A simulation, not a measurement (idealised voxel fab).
The process module that follows is named voxel air gaps.
Square cells of 5 nm make up the cross-section cut, whose width is 215 nm.
A cross-section in this document is a grid of square cells, and it is written down as bands, the top band listed before the ones below it; a band is made up of one or more rows of cells.
The band entry comprises the height of the band's top followed by the height of its bottom, expressed in nm, and subsequently the band's materials from left to right, each stated together with its width in nm. Where a single material is marked with the word "edge to edge", that material fills the band from edge to edge. The word "empty" represents empty space.
The level at which height equals 0 is the one under which the wafer, as it arrives, is entirely one material. No lower edge exists for the bottom band, which continues downward and is notated as in "0 and below".
The two numbers in a width such as "30 to 40" mark its ends across the band: the first belongs to the top row of cells, the second to the bottom row, and from each row to the next the width moves by the same amount.
"nothing changed" after a step means that no cell of the cross-section changed.
Listed in "Non-vented voids": every empty space of 8 or more cells without an open way to the top. Form: width x height at distance, the distance being from the left edge, all in nm.
On a step's line, text after the settings is the simulator commenting on that step.
overlay nm: right-of-plan distance of the mask on a masked step; negative values mean left-of-plan.

Process steps (planned)
1 RECEIVE (material Si)
2 CONFORMAL_DEP (material SiO2; thk nm 10)
3 CONFORMAL_DEP (material SiCN; thk nm 5)
4 DIRECTIONAL_DEP (material lowk; thk nm 40)
5 DIRECTIONAL_DEP (material aC; thk nm 10)
6 PATTERN (tone open; mask id LINES; material resist; width nm 20; pitch nm 50; thk nm 30; overlay nm 0)
7 DIRECTIONAL_ETCH (etch materials aC; depth nm 10)
8 STRIP (etch materials resist)
9 DIRECTIONAL_ETCH (etch materials lowk; depth nm 40)
10 STRIP (etch materials aC)
11 CONFORMAL_DEP (material TiN; thk nm 5)
12 FILL_DEP (material Cu; thk nm 5)
13 CMP (height nm 55)
14 EPI (material Ru; thk nm 10)
15 SELECTIVE_ETCH (etch materials lowk; depth nm 50)
16 CONFORMAL_DEP (material SiCN; thk nm 5)

Cross-section of the wafer at receipt, which is the condition after step 1
0 and below  Si edge to edge
Non-vented voids: none

Post-module cross-section of the first of two wafers (run per plan)
70 down to 65  30 nm empty; 150 nm SiCN; 35 nm empty
65 down to 55  30 nm empty; 5 nm SiCN; 40 nm Ru; 10 nm SiCN; 40 nm Ru; 10 nm SiCN; 40 nm Ru; 5 nm SiCN; 35 nm empty
55 down to 50  30 nm empty; 15 nm SiCN; 5 nm TiN; 10 nm Cu; 5 nm TiN; 30 nm SiCN; 5 nm TiN; 10 nm Cu; 5 nm TiN; 30 nm SiCN; 5 nm TiN; 10 nm Cu; 5 nm TiN; 15 nm SiCN; 35 nm empty
50 down to 20  40 nm empty; 5 nm SiCN; 5 nm TiN; 10 nm Cu; 5 nm TiN; 5 nm SiCN; 20 nm empty; 5 nm SiCN; 5 nm TiN; 10 nm Cu; 5 nm TiN; 5 nm SiCN; 20 nm empty; 5 nm SiCN; 5 nm TiN; 10 nm Cu; 5 nm TiN; 5 nm SiCN; 45 nm empty
20 down to 15  45 nm SiCN; 20 nm TiN; 30 nm SiCN; 20 nm TiN; 30 nm SiCN; 20 nm TiN; 50 nm SiCN
15 down to 10  SiCN edge to edge
10 down to 0  SiO2 edge to edge
0 and below  Si edge to edge
Non-vented voids: 20 x 30 at 70; 20 x 30 at 120

Wafer two, end of module, cross-section. Same start, same plan as wafer one. One mistake in the run
75 down to 70  SiCN edge to edge
70 down to 60  Ru edge to edge
60 down to 55  50 nm TiN; 10 nm Cu; 40 nm TiN; 10 nm Cu; 40 nm TiN; 10 nm Cu; 55 nm TiN
55 down to 20  45 nm lowk; 5 nm TiN; 10 nm Cu; 5 nm TiN; 30 nm lowk; 5 nm TiN; 10 nm Cu; 5 nm TiN; 30 nm lowk; 5 nm TiN; 10 nm Cu; 5 nm TiN; 50 nm lowk
20 down to 15  45 nm lowk; 20 nm TiN; 30 nm lowk; 20 nm TiN; 30 nm lowk; 20 nm TiN; 50 nm lowk
15 down to 10  SiCN edge to edge
10 down to 0  SiO2 edge to edge
0 and below  Si edge to edge
Non-vented voids: none
What was done differently from what was planned? step 13 did not use the planned setting and instead ran as CMP (height nm 60)
End check, counted in cells, second wafer has more or fewer of these materials than the first: Cu +6, Ru +38, SiCN -84, TiN +37, lowk +248
At process end, closed voids number 2 in the first wafer and 0 in the second wafer.
